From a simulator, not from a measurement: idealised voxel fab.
Process module under the name voxel spacer lines
For reference, the cross-section in this document is cut, with width 260 nm and square cells of 5 nm.
Throughout this document, each cross-section is represented as a grid of square cells and is presented as a sequence of bands enumerated from the top downward, where a band comprises one or more rows of cells. Within each band entry, the heights of the top and of the bottom of the band appear first, in that order and in nm; the materials of the band then follow from left to right, each with its corresponding width in nm. The designation "throughout" on a single material indicates that it fills the band from edge to edge; the designation "empty" indicates empty space. Basically, 0 is our baseline, since under it the wafer straight out of the box is all one material. The bottom band has no lower end and keeps on going down, so it looks like "0 down". A width given as "30->40" starts at the first number in the band's top row and ends at the second number in its bottom row, shifting by an equal amount at every step from row to row. Basically "nothing different" means that step didn't change any cell in the cross-section. Entrapped voids: empty space of 8 cells or more with no open way to the top, each as width x height at its distance from the left edge, in nm. Formally, on a step line, whatever follows the settings is a remark that the simulator itself makes on the step. For masked steps, "overlay nm" on the step line gives how far right of plan the mask actually lay; a minus sign means it lay to the left.
### Here's what the planned process steps look like
- 1: RECEIVE | material Si
- 2: CONFORMAL_DEP | material Al2O3 | thk nm 10
- 3: DIRECTIONAL_DEP | material W | thk nm 10
- 4: DIRECTIONAL_DEP | material aC | thk nm 30
- 5: PATTERN | tone cover | mask id MANDREL | material resist | width nm 20 | pitch nm 60 | thk nm 40 | overlay nm 0
- 6: DIRECTIONAL_ETCH | etch materials aC | depth nm 30
- 7: STRIP | etch materials resist
- 8: CONFORMAL_DEP | material SiO2 | thk nm 10
- 9: DIRECTIONAL_ETCH | etch materials SiO2 | depth nm 10
- 10: STRIP | etch materials aC
- 11: DIRECTIONAL_ETCH | etch materials W | depth nm 10
- 12: STRIP | etch materials SiO2
- 13: FILL_DEP | material lowk | thk nm 5
- 14: CMP | height nm 20
### First wafer out of two, processed as planned
### Delivered wafer in cross-section: state after step 1
    0 down = Si throughout
    Entrapped voids: none
### Presented here is a cross-section of the wafer after step 2 has been performed
    10 to 0 = Al2O3 throughout
    Lower than 0, everything is as it was.
### Presented here is a cross-section of the wafer after step 3 has been performed
    20 to 10 = W throughout
    Lower than 10, everything is as it was.
### Presented here is a cross-section of the wafer after step 4 has been performed
    50 to 20 = aC throughout
    Lower than 20, everything is as it was.
### Presented here is a cross-section of the wafer after step 5 has been performed
    90 to 50 = empty 60, then resist 20, then empty 40, then resist 20, then empty 40, then resist 20, then empty 60
    Lower than 50, everything is as it was.
### Presented here is a cross-section of the wafer after step 6 has been performed
    60 to 50 = empty 60, then resist 20, then empty 40, then resist 20, then empty 40, then resist 20, then empty 60
    50 to 20 = empty 60, then aC 20, then empty 40, then aC 20, then empty 40, then aC 20, then empty 60
    Lower than 20, everything is as it was.
### Presented here is a cross-section of the wafer after step 7 has been performed
    50 to 20 = empty 60, then aC 20, then empty 40, then aC 20, then empty 40, then aC 20, then empty 60
    Lower than 20, everything is as it was.
### Presented here is a cross-section of the wafer after step 8 has been performed
    60 to 50 = empty 50, then SiO2 40, then empty 20, then SiO2 40, then empty 20, then SiO2 40, then empty 50
    50 to 30 = empty 50, then SiO2 10, then aC 20, then SiO2 10, then empty 20, then SiO2 10, then aC 20, then SiO2 10, then empty 20, then SiO2 10, then aC 20, then SiO2 10, then empty 50
    30 to 20 = SiO2 60, then aC 20, then SiO2 40, then aC 20, then SiO2 40, then aC 20, then SiO2 60
    Lower than 20, everything is as it was.
### Presented here is a cross-section of the wafer after step 9 has been performed
    50 to 20 = empty 50, then SiO2 10, then aC 20, then SiO2 10, then empty 20, then SiO2 10, then aC 20, then SiO2 10, then empty 20, then SiO2 10, then aC 20, then SiO2 10, then empty 50
    Lower than 20, everything is as it was.
### Presented here is a cross-section of the wafer after step 10 has been performed
    50 to 20 = empty 50, then SiO2 10, then empty 20, then SiO2 10, then empty 20, then SiO2 10, then empty 20, then SiO2 10, then empty 20, then SiO2 10, then empty 20, then SiO2 10, then empty 50
    Lower than 20, everything is as it was.
### Presented here is a cross-section of the wafer after step 11 has been performed
    50 to 20 = empty 50, then SiO2 10, then empty 20, then SiO2 10, then empty 20, then SiO2 10, then empty 20, then SiO2 10, then empty 20, then SiO2 10, then empty 20, then SiO2 10, then empty 50
    20 to 10 = empty 50, then W 10, then empty 20, then W 10, then empty 20, then W 10, then empty 20, then W 10, then empty 20, then W 10, then empty 20, then W 10, then empty 50
    Lower than 10, everything is as it was.
### Presented here is a cross-section of the wafer after step 12 has been performed
    20 to 10 = empty 50, then W 10, then empty 20, then W 10, then empty 20, then W 10, then empty 20, then W 10, then empty 20, then W 10, then empty 20, then W 10, then empty 50
    Lower than 10, everything is as it was.
### Presented here is a cross-section of the wafer after step 13 has been performed
    25 to 20 = lowk throughout
    20 to 10 = lowk 50, then W 10, then lowk 20, then W 10, then lowk 20, then W 10, then lowk 20, then W 10, then lowk 20, then W 10, then lowk 20, then W 10, then lowk 50
    Lower than 10, everything is as it was.
### Presented here is a cross-section of the wafer after step 14 has been performed
    20 to 10 = lowk 50, then W 10, then lowk 20, then W 10, then lowk 20, then W 10, then lowk 20, then W 10, then lowk 20, then W 10, then lowk 20, then W 10, then lowk 50
    Lower than 10, everything is as it was.
### The second wafer began exactly as the first did and followed the same plan, but one mistake was made while running it; through step 10 inclusive, the two wafers are identical
### Cross-sectional view of the second wafer at the intended end time of process step 11
    50 to 20 = empty 50, then SiO2 10, then empty 20, then SiO2 10, then empty 20, then SiO2 10, then empty 20, then SiO2 10, then empty 20, then SiO2 10, then empty 20, then SiO2 10, then empty 50
    20 to 10 = empty 50, then W 10, then empty 20, then W 10, then empty 20, then W 10, then empty 20, then W 10, then empty 20, then W 10, then empty 20, then W 10, then empty 50
    Lower than 10, everything is as it was.
### Cross-sectional view of the second wafer at the intended end time of process step 12
    20 to 10 = empty 50, then W 10, then empty 20, then W 10, then empty 20, then W 10, then empty 20, then W 10, then empty 20, then W 10, then empty 20, then W 10, then empty 50
    Lower than 10, everything is as it was.
### Cross-sectional view of the second wafer at the intended end time of process step 13
    25 to 20 = lowk throughout
    20 to 10 = lowk 50, then W 10, then lowk 20, then W 10, then lowk 20, then W 10, then lowk 20, then W 10, then lowk 20, then W 10, then lowk 20, then W 10, then lowk 50
    Lower than 10, everything is as it was.
### Cross-sectional view of the second wafer at the intended end time of process step 14
    20 to 10 = lowk 50, then W 10, then lowk 20, then W 10, then lowk 20, then W 10, then lowk 20, then W 10, then lowk 20, then W 10, then lowk 20, then W 10, then lowk 50
    Lower than 10, everything is as it was.
Deviation from plan: execution of plan step 11 occurred twice
The final cross-section is the same for the two wafers, so this model computes the same thing whether or not the mistake was made.
